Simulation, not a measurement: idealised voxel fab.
This is a process module. Its name is voxel transistor to metal.
Section cut is 150 nm wide and gridded with 5 nm square cells.
A cross-section in this document is a grid of square cells, and it is written down as bands, the top band listed before the ones below it; a band is made up of one or more rows of cells.
Read a band's entry like this: the first values are the height of its top and the height of its bottom in nm, and what follows is the sequence of materials from left to right, each with its width in nm. Note that "empty" is empty space, and that a single material marked "all across" reaches across the band from edge to edge.
Counting heights begins at 0, where everything beneath is, in the wafer as received, one material. The lowest band has no bottom; it goes on downwards, as "z 0 and below" shows.
Think of "30..40" as a width that walks from the first number to the second as you go down the band, top row to bottom row, taking equal-sized steps from row to row.
Step marked "remains unaltered"? Then no cell in the cross-section changed in it.
The entry titled "Cavities, sealed" provides the empty spaces that have no open way to the top, restricted to those of 8 cells or more. Each is presented as width x height at distance, the distance being measured from the left edge, with all three in nm.
On each step's line, the part that comes after the settings is the simulator's own comment on the step.
overlay nm: right-of-plan distance of the mask on a masked step; negative values mean left-of-plan.
[This section lists the process steps that were planned]
1 RECEIVE (material Si)
2 OXIDIZE (depth nm 5)
3 CONFORMAL_DEP (material SiN; thk nm 15)
4 MASKED_ETCH (tone cover; mask id ACTIVE; width nm 105; etch materials SiN; depth nm 15; overlay nm 0)
5 MASKED_ETCH (tone cover; mask id ACTIVE; width nm 105; etch materials SiO2; depth nm 5; overlay nm 0)
6 MASKED_ETCH (tone cover; mask id ACTIVE; width nm 105; etch materials Si; depth nm 35; overlay nm 0)
7 FILL_DEP (material SiO2; thk nm 15)
8 CMP (height nm 15)
9 SELECTIVE_ETCH (etch materials SiO2; depth nm 15)
10 STRIP (etch materials SiN)
11 SELECTIVE_ETCH (etch materials SiO2; depth nm 5)
12 OXIDIZE (depth nm 5)
13 DIRECTIONAL_DEP (material polySi; thk nm 25)
14 DIRECTIONAL_DEP (material SiCN; thk nm 15)
15 DIRECTIONAL_DEP (material aC; thk nm 10)
16 PATTERN (tone cover; mask id GATE; material resist; width nm 25; thk nm 30; overlay nm 0)
17 DIRECTIONAL_ETCH (etch materials aC; depth nm 10)
18 STRIP (etch materials resist)
19 DIRECTIONAL_ETCH (etch materials SiCN; depth nm 25)
20 DIRECTIONAL_ETCH (etch materials polySi; depth nm 35)
21 STRIP (etch materials aC)
22 CONFORMAL_DEP (material SiN; thk nm 5)
23 DIRECTIONAL_ETCH (etch materials SiN; depth nm 5)
24 DIRECTIONAL_ETCH (etch materials SiO2; depth nm 5)
25 DIRECTIONAL_ETCH (etch materials Si; depth nm 5)
26 EPI (material SiGe; thk nm 5)
27 FILL_DEP (material SiO2; thk nm 10)
28 CMP (height nm 20)
29 STRIP (etch materials polySi)
30 SELECTIVE_ETCH (etch materials SiO2; depth nm 5)
31 CONFORMAL_DEP (material HfO2; thk nm 5)
32 CONFORMAL_DEP (material TiN; thk nm 5)
33 FILL_DEP (material W; thk nm 5)
34 CMP (height nm 15)
35 DIRECTIONAL_DEP (material SiO2; thk nm 10)
36 MASKED_ETCH (tone open; mask id CONTACT; width nm 15; pitch nm 80; etch materials SiO2; depth nm 35; overlay nm 0)
37 CONFORMAL_DEP (material TiN; thk nm 5)
38 FILL_DEP (material W; thk nm 10)
39 CMP (height nm 25)
40 DIRECTIONAL_DEP (material TiN; thk nm 5)
41 DIRECTIONAL_DEP (material W; thk nm 15)
42 PATTERN (tone cover; mask id METAL_1; material resist; width nm 15; pitch nm 80; thk nm 20; overlay nm 0)
43 DIRECTIONAL_ETCH (etch materials W; depth nm 15)
44 DIRECTIONAL_ETCH (etch materials TiN; depth nm 5)
45 STRIP (etch materials resist)
46 FILL_DEP (material SiO2; thk nm 5)
47 CMP (height nm 45)
48 CONFORMAL_DEP (material SiN; thk nm 5)
[Received-state cross-section, reflecting completion of step 1]
> z 0 and below | Si all across
> Cavities, sealed: none
[Here's the cross-section of the first of our two wafers at the end of the module - it ran as planned]
> z 50 to 45 | SiN all across
> z 45 to 30 | 25 nm SiO2  15 nm W  65 nm SiO2  15 nm W  30 nm SiO2
> z 30 to 25 | 25 nm SiO2  15 nm TiN  65 nm SiO2  15 nm TiN  30 nm SiO2
> z 25 to 15 | 25 nm SiO2  5 nm TiN  5 nm W  5 nm TiN  65 nm SiO2  5 nm TiN  5 nm W  5 nm TiN  30 nm SiO2
> z 15 to 0 | 25 nm SiO2  5 nm TiN  5 nm W  5 nm TiN  15 nm SiO2  5 nm SiN  5 nm HfO2  5 nm TiN  5 nm W  5 nm TiN  5 nm HfO2  5 nm SiN  15 nm SiO2  5 nm TiN  5 nm W  5 nm TiN  30 nm SiO2
> z 0 to -5 | 25 nm SiO2  5 nm TiN  5 nm W  5 nm TiN  15 nm SiO2  5 nm SiN  5 nm HfO2  15 nm TiN  5 nm HfO2  5 nm SiN  15 nm SiO2  5 nm TiN  5 nm W  5 nm TiN  30 nm SiO2
> z -5 to -10 | 25 nm SiO2  15 nm TiN  10 nm SiO2  5 nm SiGe  35 nm HfO2  5 nm SiGe  10 nm SiO2  15 nm TiN  30 nm SiO2
> z -10 to -15 | 20 nm SiO2  35 nm SiGe  35 nm Si  35 nm SiGe  25 nm SiO2
> z -15 to -40 | 20 nm SiO2  105 nm Si  25 nm SiO2
> z -40 and below | Si all across
> Cavities, sealed: none
[Cross-sectional view of the second of two wafers upon completion of the module. This wafer shared its starting condition and process plan with the first; one error was made during its execution]
> z 50 to 45 | SiN all across
> z 45 to 30 | 25 nm SiO2  15 nm W  65 nm SiO2  15 nm W  30 nm SiO2
> z 30 to 25 | 25 nm SiO2  15 nm TiN  65 nm SiO2  15 nm TiN  30 nm SiO2
> z 25 to 20 | 25 nm SiO2  5 nm TiN  5 nm W  5 nm TiN  65 nm SiO2  5 nm TiN  5 nm W  5 nm TiN  30 nm SiO2
> z 20 to 15 | 25 nm SiO2  15 nm TiN  65 nm SiO2  15 nm TiN  30 nm SiO2
> z 15 to 0 | 55 nm SiCN  5 nm SiN  5 nm HfO2  5 nm TiN  5 nm W  5 nm TiN  5 nm HfO2  5 nm SiN  60 nm SiCN
> z 0 to -5 | 55 nm SiCN  5 nm SiN  5 nm HfO2  15 nm TiN  5 nm HfO2  5 nm SiN  60 nm SiCN
> z -5 to -10 | 50 nm SiCN  5 nm SiGe  35 nm HfO2  5 nm SiGe  55 nm SiCN
> z -10 to -15 | 20 nm SiO2  35 nm SiGe  35 nm Si  35 nm SiGe  25 nm SiO2
> z -15 to -40 | 20 nm SiO2  105 nm Si  25 nm SiO2
> z -40 and below | Si all across
> Cavities, sealed: none
What was the processing mistake? for step 27, the planned setting was not used; the step was instead run as FILL_DEP (material SiCN; thk nm 10)
Wrapping up, a cell-based count of both wafers puts the second over or under the first for these materials: 113 more of SiCN; 83 fewer of SiO2; 20 fewer of TiN; 10 fewer of W
